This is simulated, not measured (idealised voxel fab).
Herein follows the process module entitled voxel plated lines.
180 nm wide, 5 nm square cells: that's cross-section cut.
Heads up, the way a cross-section reads in here is a grid of square cells, handed over as bands from the top down, with every band being one or more rows of cells.
Look at the band entry: it leads with the top's height and the bottom's height in nm. Then it lists the materials left to right, with a width in nm for each. The word "all across" on a single material says that material fills the band edge to edge. The word "blank" is empty space.
Height reference: 0 = level under which incoming wafer is all one material. Lowest band: no bottom, runs on downward, e.g. "0 down".
Width "30 to 40": first value at the band's top row of cells, second value at its bottom row, equal change from row to row.
Key: "nothing altered" - step with no changed cell in the cross-section.
The label "Voids, enclosed" introduces a list of the empty spaces, 8 cells or larger, that have no open way up to the top; each entry in it reads width x height at distance, where the distance is taken from the left edge and all three are stated in nm.
It should be noted that, on the line of a given step, the content following the step's settings is a remark produced by the simulator itself with respect to that step.
overlay nm: right-of-plan distance of the mask on a masked step; negative values mean left-of-plan.
**The following list gives the planned process steps**
1,RECEIVE [material Si]
2,CONFORMAL_DEP [material SiN] [thk nm 10]
3,DIRECTIONAL_DEP [material TiN] [thk nm 5]
4,PATTERN [tone open] [mask id LINES] [material resist] [width nm 15] [pitch nm 40] [thk nm 30] [overlay nm 0]
5,EPI [material Ru] [thk nm 10]
6,EPI [material Ru] [thk nm 10]
7,STRIP [etch materials resist]
8,DIRECTIONAL_ETCH [etch materials TiN] [depth nm 5]
9,CONFORMAL_DEP [material SiCN] [thk nm 10]
**Below: the first of two wafers, run as planned**
**This is the cross-section of the wafer as we received it, i.e. after step 1**
- 0 down = Si all across
- Voids, enclosed: none
**Upon completion of step 2, the wafer appears in cross-section as shown**
- 10 to 0 = SiN all across
- Note: structure below 0 unchanged.
**Upon completion of step 3, the wafer appears in cross-section as shown**
- 15 to 10 = TiN all across
- Note: structure below 10 unchanged.
**Upon completion of step 4, the wafer appears in cross-section as shown**
- 45 to 15 = 20 nm resist  15 nm blank  25 nm resist  15 nm blank  25 nm resist  15 nm blank  25 nm resist  15 nm blank  25 nm resist
- Note: structure below 15 unchanged.
**Upon completion of step 5, the wafer appears in cross-section as shown**
- 45 to 25 = 20 nm resist  15 nm blank  25 nm resist  15 nm blank  25 nm resist  15 nm blank  25 nm resist  15 nm blank  25 nm resist
- 25 to 15 = 20 nm resist  15 nm Ru  25 nm resist  15 nm Ru  25 nm resist  15 nm Ru  25 nm resist  15 nm Ru  25 nm resist
- Note: structure below 15 unchanged.
**Upon completion of step 6, the wafer appears in cross-section as shown**
- 45 to 35 = 20 nm resist  15 nm blank  25 nm resist  15 nm blank  25 nm resist  15 nm blank  25 nm resist  15 nm blank  25 nm resist
- 35 to 15 = 20 nm resist  15 nm Ru  25 nm resist  15 nm Ru  25 nm resist  15 nm Ru  25 nm resist  15 nm Ru  25 nm resist
- Note: structure below 15 unchanged.
**Upon completion of step 7, the wafer appears in cross-section as shown**
- 35 to 15 = 20 nm blank  15 nm Ru  25 nm blank  15 nm Ru  25 nm blank  15 nm Ru  25 nm blank  15 nm Ru  25 nm blank
- Note: structure below 15 unchanged.
**Upon completion of step 8, the wafer appears in cross-section as shown**
- 35 to 15 = 20 nm blank  15 nm Ru  25 nm blank  15 nm Ru  25 nm blank  15 nm Ru  25 nm blank  15 nm Ru  25 nm blank
- 15 to 10 = 20 nm blank  15 nm TiN  25 nm blank  15 nm TiN  25 nm blank  15 nm TiN  25 nm blank  15 nm TiN  25 nm blank
- Note: structure below 10 unchanged.
**Upon completion of step 9, the wafer appears in cross-section as shown**
- 45 to 35 = 10 nm blank  35 nm SiCN  5 nm blank  35 nm SiCN  5 nm blank  35 nm SiCN  5 nm blank  35 nm SiCN  15 nm blank
- 35 to 20 = 10 nm blank  10 nm SiCN  15 nm Ru  10 nm SiCN  5 nm blank  10 nm SiCN  15 nm Ru  10 nm SiCN  5 nm blank  10 nm SiCN  15 nm Ru  10 nm SiCN  5 nm blank  10 nm SiCN  15 nm Ru  10 nm SiCN  15 nm blank
- 20 to 15 = 20 nm SiCN  15 nm Ru  25 nm SiCN  15 nm Ru  25 nm SiCN  15 nm Ru  25 nm SiCN  15 nm Ru  25 nm SiCN
- 15 to 10 = 20 nm SiCN  15 nm TiN  25 nm SiCN  15 nm TiN  25 nm SiCN  15 nm TiN  25 nm SiCN  15 nm TiN  25 nm SiCN
- Note: structure below 10 unchanged.
**Wafer two of two - same starting point, same process plan, one mistake in execution; matches wafer one up to and including step 4**
**Second wafer shown in cross-section at the time step 6 was slated to end**
- 45 to 15 = 20 nm resist  15 nm Ru  25 nm resist  15 nm Ru  25 nm resist  15 nm Ru  25 nm resist  15 nm Ru  25 nm resist
- Note: structure below 15 unchanged.
**Second wafer shown in cross-section at the time step 7 was slated to end**
- 45 to 15 = 20 nm blank  15 nm Ru  25 nm blank  15 nm Ru  25 nm blank  15 nm Ru  25 nm blank  15 nm Ru  25 nm blank
- Note: structure below 15 unchanged.
**Second wafer shown in cross-section at the time step 8 was slated to end**
- 45 to 15 = 20 nm blank  15 nm Ru  25 nm blank  15 nm Ru  25 nm blank  15 nm Ru  25 nm blank  15 nm Ru  25 nm blank
- 15 to 10 = 20 nm blank  15 nm TiN  25 nm blank  15 nm TiN  25 nm blank  15 nm TiN  25 nm blank  15 nm TiN  25 nm blank
- Note: structure below 10 unchanged.
**Second wafer shown in cross-section at the time step 9 was slated to end**
- 55 to 45 = 10 nm blank  35 nm SiCN  5 nm blank  35 nm SiCN  5 nm blank  35 nm SiCN  5 nm blank  35 nm SiCN  15 nm blank
- 45 to 20 = 10 nm blank  10 nm SiCN  15 nm Ru  10 nm SiCN  5 nm blank  10 nm SiCN  15 nm Ru  10 nm SiCN  5 nm blank  10 nm SiCN  15 nm Ru  10 nm SiCN  5 nm blank  10 nm SiCN  15 nm Ru  10 nm SiCN  15 nm blank
- 20 to 15 = 20 nm SiCN  15 nm Ru  25 nm SiCN  15 nm Ru  25 nm SiCN  15 nm Ru  25 nm SiCN  15 nm Ru  25 nm SiCN
- 15 to 10 = 20 nm SiCN  15 nm TiN  25 nm SiCN  15 nm TiN  25 nm SiCN  15 nm TiN  25 nm SiCN  15 nm TiN  25 nm SiCN
- Note: structure below 10 unchanged.
Which mistake was made when the wafer was run? which of the identical steps 5 and 6 was run twice cannot be determined, only that one of them was
Heads up, by the end the second wafer has more or fewer cells of some materials compared to the first: 24 more of Ru, 32 more of SiCN
